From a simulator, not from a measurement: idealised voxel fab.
This section sets out a process module, namely voxel spacer lines.
Cross-sectional view cut (width: 300 nm; square cell size: 5 nm).
Cross-section layout: square cells on a grid; listed as bands, top to bottom; a band spans one or more cell rows.
First you get the band's top height and its bottom height, in nm, and then the materials it's made of, left to right, with each width in nm. If you see a single material with "edge to edge", that one covers the band edge to edge. "empty" is empty space.
Note: height 0 marks the level under which the wafer is uniformly one material as received. Lowest band unbounded below, written "0 down".
Note: "30 to 40" means the width goes from the first number (top row of the band) to the second number (bottom row) in equal steps per row of cells.
Reading "identical to before" for a step: not a cell of the cross-section changed in it.
Listed in "Trapped void list": every empty space of 8 or more cells without an open way to the top. Form: width x height at distance, the distance being from the left edge, all in nm.
Heads up: the bit after the settings on a step's line is the simulator's remark on that step.
Steps that use a mask can have "overlay nm" on their line. It says how far the mask sat to the right of where it was meant to be. Negative means to the left.
# Here's what the planned process steps look like
1 RECEIVE [material Si]
2 CONFORMAL_DEP [material Al2O3] [thk nm 5]
3 DIRECTIONAL_DEP [material polySi] [thk nm 20]
4 DIRECTIONAL_DEP [material aC] [thk nm 20]
5 PATTERN [tone cover] [mask id MANDREL] [material resist] [width nm 25] [pitch nm 80] [thk nm 25] [overlay nm 0]
6 DIRECTIONAL_ETCH [etch materials aC] [depth nm 20]
7 STRIP [etch materials resist]
8 CONFORMAL_DEP [material SiN] [thk nm 15]
9 DIRECTIONAL_ETCH [etch materials SiN] [depth nm 15]
10 STRIP [etch materials aC]
11 DIRECTIONAL_ETCH [etch materials polySi] [depth nm 20]
12 STRIP [etch materials SiN]
13 FILL_DEP [material SiO2] [thk nm 5]
14 CMP [height nm 25]
# Step 1 complete: cross-section of the wafer as received
* 0 down | Si edge to edge
* Trapped void list: none
# What the wafer looks like in cross-section after this module, when it starts as shown above and follows the plan above but one mistake is made in running it
* 25 to 20 | Al2O3 edge to edge
* 20 to 0 | polySi edge to edge
* 0 down | Si edge to edge
* Trapped void list: none
Which mistake was made when the wafer was run? plan steps 2 and 3 run swapped
